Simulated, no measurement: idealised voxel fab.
Module name: voxel double patterning (process module)
Shown is cross-section cut, with a width of 265 nm and square cells of size 5 nm.
When this document writes out a cross-section, it uses a grid of square cells and lists it as bands, beginning at the top and moving down, with a band standing for one or more rows of cells.
It is stipulated that each band's entry specify, in nanometres, the height of the top of the band and then that of its bottom, followed by the materials of the band in left-to-right sequence, each together with its width in nanometres. A single material marked by the word "all across" is understood to fill the band from edge to edge; the word "blank" is understood to denote empty space.
A quick word on heights: they are counted from 0, and under that level the wafer as it came to us is one material throughout. The lowest band is different from the rest in having no bottom; it simply continues downward, written as in "from 0 down".
So if you see something like "30..40" for the width, read it as the top row of the band sitting at the first number and the bottom row at the second, with every row in between moving by the same amount as the last.
Any step labelled "no modifications" changed none of the cells in the cross-section.
"Completely sealed voids" contains a list of empty spaces, each no smaller than 8 cells and without an open way to the top, written in the form width x height at distance with the distance from the left edge and all three in nm.
Note: text after step settings on the step line = simulator remark on that step.
overlay nm, on a step with a mask: how far to the right of its planned place the mask lay; to the left if negative

STEPS IN THE PROCESS PLAN
1,RECEIVE, material Si
2,CONFORMAL_DEP, material SiO2, thk nm 5
3,DIRECTIONAL_DEP, material W, thk nm 15
4,DIRECTIONAL_DEP, material SiCN, thk nm 10
5,MASKED_ETCH, tone open, mask id FIRST, width nm 15, pitch nm 50, etch materials SiCN, depth nm 10, overlay nm 0
6,MASKED_ETCH, tone open, mask id SECOND, width nm 15, etch materials SiCN, depth nm 10, overlay nm 0
7,DIRECTIONAL_ETCH, etch materials W, depth nm 15
8,STRIP, etch materials SiCN

WHAT FOLLOWS COVERS THE FIRST OF TWO WAFERS; IT RAN AS PLANNED

CROSS-SECTION OF THE INCOMING WAFER, STATE AFTER STEP 1
    from 0 down = Si all across
    Completely sealed voids: none

WAFER AFTER STEP 2 (CROSS-SECTION)
    from 5 to 0 = SiO2 all across
    Lower than 0, everything is as it was.

WAFER AFTER STEP 3 (CROSS-SECTION)
    from 20 to 5 = W all across
    Lower than 5, everything is as it was.

WAFER AFTER STEP 4 (CROSS-SECTION)
    from 30 to 20 = SiCN all across
    Lower than 20, everything is as it was.

WAFER AFTER STEP 5 (CROSS-SECTION)
    from 30 to 20 = 100 SiCN  15 blank  35 SiCN  15 blank  100 SiCN
    Lower than 20, everything is as it was.

WAFER AFTER STEP 6 (CROSS-SECTION)
    from 30 to 20 = 100 SiCN  15 blank  10 SiCN  15 blank  10 SiCN  15 blank  100 SiCN
    Lower than 20, everything is as it was.

WAFER AFTER STEP 7 (CROSS-SECTION)
    from 30 to 20 = 100 SiCN  15 blank  10 SiCN  15 blank  10 SiCN  15 blank  100 SiCN
    from 20 to 5 = 100 W  15 blank  10 W  15 blank  10 W  15 blank  100 W
    Lower than 5, everything is as it was.

WAFER AFTER STEP 8 (CROSS-SECTION)
    from 20 to 5 = 100 W  15 blank  10 W  15 blank  10 W  15 blank  100 W
    Lower than 5, everything is as it was.

NOW THE OTHER WAFER: SAME START, SAME RECIPE, BUT WE MESSED UP ONE THING WHEN RUNNING IT. UP TO AND INCLUDING STEP 2 IT'S THE SAME AS THE FIRST ONE

WHEN STEP 3 SHOULD HAVE ENDED
    from 15 to 5 = W all across
    Lower than 5, everything is as it was.

WHEN STEP 4 SHOULD HAVE ENDED
    from 25 to 15 = SiCN all across
    Lower than 15, everything is as it was.

WHEN STEP 5 SHOULD HAVE ENDED
    from 25 to 15 = 100 SiCN  15 blank  35 SiCN  15 blank  100 SiCN
    Lower than 15, everything is as it was.

WHEN STEP 6 SHOULD HAVE ENDED
    from 25 to 15 = 100 SiCN  15 blank  10 SiCN  15 blank  10 SiCN  15 blank  100 SiCN
    Lower than 15, everything is as it was.

WHEN STEP 7 SHOULD HAVE ENDED
    from 25 to 15 = 100 SiCN  15 blank  10 SiCN  15 blank  10 SiCN  15 blank  100 SiCN
    from 15 to 5 = 100 W  15 blank  10 W  15 blank  10 W  15 blank  100 W
    Lower than 5, everything is as it was.

WHEN STEP 8 SHOULD HAVE ENDED
    from 15 to 5 = 100 W  15 blank  10 W  15 blank  10 W  15 blank  100 W
    Lower than 5, everything is as it was.
The plan and the run diverged here: step 3 ran differently from the plan; actual operation with settings: DIRECTIONAL_DEP, material W, thk nm 10
Final difference in cells, second wafer against first, listed per material as more or fewer: -44 W
